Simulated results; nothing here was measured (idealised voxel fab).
The document below concerns the process module designated voxel capacitor over wiring.
Section shown: cut. Width: 195 nm. Cell size: 5 nm, square.
Just so we're on the same page, the cross-sections are grids of square cells, and they're listed out in bands top to bottom, each band one or more rows deep.
It is stipulated that each band's entry specify, in nanometres, the height of the top of the band and then that of its bottom, followed by the materials of the band in left-to-right sequence, each together with its width in nanometres. A single material marked by the word "edge to edge" is understood to fill the band from edge to edge; the word "empty" is understood to denote empty space.
Where do heights start? At 0: under that level the wafer as delivered is made of one material only. And the lowest band has no floor; it just carries on downward, as in "0 down".
Width "30..40": first value at the band's top row of cells, second value at its bottom row, equal change from row to row.
Where a step carries "remained the same", the cross-section came out of it unchanged, cell for cell.
"Fully enclosed voids" lists enclosed empty spaces (at least 8 cells, no open path upward to the top), each as width x height at distance from the left edge, in nm.
It should be noted that, on the line of a given step, the content following the step's settings is a remark produced by the simulator itself with respect to that step.
The setting "overlay nm" may be written on the line of a step. When the step uses a mask, the value reports how far to the right of the planned place the mask lay, and a negative value reports that it lay to the left.
## The steps planned for the process are as follows
| 1 | RECEIVE,material Si |
| 2 | CONFORMAL_DEP,material SiO2,thk nm 15 |
| 3 | DIRECTIONAL_DEP,material TiN,thk nm 5 |
| 4 | DIRECTIONAL_DEP,material W,thk nm 25 |
| 5 | MASKED_ETCH,tone cover,mask id METAL_1,width nm 25,pitch nm 80,etch materials W,depth nm 25,overlay nm 0 |
| 6 | MASKED_ETCH,tone cover,mask id METAL_1,width nm 25,pitch nm 80,etch materials TiN,depth nm 5,overlay nm 0 |
| 7 | FILL_DEP,material SiO2,thk nm 10 |
| 8 | CMP,height nm 45 |
| 9 | CONFORMAL_DEP,material SiCN,thk nm 5 |
| 10 | DIRECTIONAL_DEP,material SiO2,thk nm 20 |
| 11 | PATTERN,tone open,mask id PLUG_1,material resist,width nm 15,thk nm 20,overlay nm 0 |
| 12 | DIRECTIONAL_ETCH,etch materials SiO2,depth nm 20 |
| 13 | DIRECTIONAL_ETCH,etch materials SiCN,depth nm 5 |
| 14 | STRIP,etch materials resist |
| 15 | EPI,material Ru,thk nm 10 |
| 16 | EPI,material Ru,thk nm 10 |
| 17 | EPI,material Ru,thk nm 5 |
| 18 | DIRECTIONAL_DEP,material TiN,thk nm 10 |
| 19 | DIRECTIONAL_DEP,material Al2O3,thk nm 5 |
| 20 | DIRECTIONAL_DEP,material TiN,thk nm 5 |
| 21 | PATTERN,tone cover,mask id UPPER_PLATE,material resist,width nm 60,thk nm 15,overlay nm 0 |
| 22 | DIRECTIONAL_ETCH,etch materials TiN,depth nm 5 |
| 23 | DIRECTIONAL_ETCH,etch materials Al2O3,depth nm 5 |
| 24 | STRIP,etch materials resist |
| 25 | MASKED_ETCH,tone cover,mask id LOWER_PLATE,width nm 70,etch materials TiN,depth nm 10,overlay nm 0 |
| 26 | FILL_DEP,material SiO2,thk nm 15 |
| 27 | CMP,height nm 100 |
| 28 | PATTERN,tone open,mask id PLUG_2,material resist,width nm 15,thk nm 15,overlay nm 0 |
| 29 | DIRECTIONAL_ETCH,etch materials SiO2,depth nm 10 |
| 30 | STRIP,etch materials resist |
| 31 | CONFORMAL_DEP,material TiN,thk nm 5 |
| 32 | FILL_DEP,material Ru,thk nm 10 |
| 33 | CMP,height nm 100 |
| 34 | CONFORMAL_DEP,material SiCN,thk nm 5 |
## Cross-section: wafer on arrival = after step 1
	0 down = Si edge to edge
	Fully enclosed voids: none
## End-of-module cross-section of the first of two wafers, processed as planned
	105 to 100 = SiCN edge to edge
	100 to 95 = SiO2: 65 / TiN: 5 / Ru: 5 / TiN: 5 / SiO2: 115
	95 to 85 = SiO2: 65..55 / TiN: 15..60 / SiO2: 115..80
	85 to 80 = SiO2: 55 / Al2O3: 60 / SiO2: 80
	80 to 70 = SiO2: 50 / TiN: 70 / SiO2: 75
	70 to 50 = SiO2: 55 / Ru: 15 / SiO2: 125
	50 to 45 = SiCN: 55 / Ru: 15 / SiCN: 125
	45 to 20 = SiO2: 45 / W: 25 / SiO2: 55 / W: 25 / SiO2: 45
	20 to 15 = SiO2: 45 / TiN: 25 / SiO2: 55 / TiN: 25 / SiO2: 45
	15 to 0 = SiO2 edge to edge
	0 down = Si edge to edge
	Fully enclosed voids: none
## Wafer two cross-section, module end. Start and plan unchanged from wafer one; one mistake made during the run
	105 to 100 = SiCN edge to edge
	100 to 95 = SiO2: 65 / TiN: 5 / Ru: 5 / TiN: 5 / SiO2: 115
	95 to 85 = SiO2: 65..55 / TiN: 15..60 / SiO2: 115..80
	85 to 80 = SiO2: 55 / Al2O3: 60 / SiO2: 80
	80 to 70 = SiO2: 50 / TiN: 70 / SiO2: 75
	70 to 50 = SiO2: 55 / Ru: 15 / SiO2: 125
	50 to 45 = SiCN: 55 / Ru: 15 / SiCN: 125
	45 to 20 = SiO2: 40 / W: 25 / SiO2: 55 / W: 25 / SiO2: 50
	20 to 15 = SiO2: 40 / TiN: 30 / SiO2: 50 / TiN: 30 / SiO2: 45
	15 to 0 = SiO2 edge to edge
	0 down = Si edge to edge
	Fully enclosed voids: none
Heads up, the wafer didn't run the way we planned it: it should be noted that step 5 was executed with settings other than those planned, the operation and settings actually applied being MASKED_ETCH,tone cover,mask id METAL_1,width nm 25,pitch nm 80,etch materials W,depth nm 25,overlay nm -5
In the final state, the cell counts of the second wafer exceed or fall short of those of the first for the following materials: 2 fewer of SiO2; 2 more of TiN
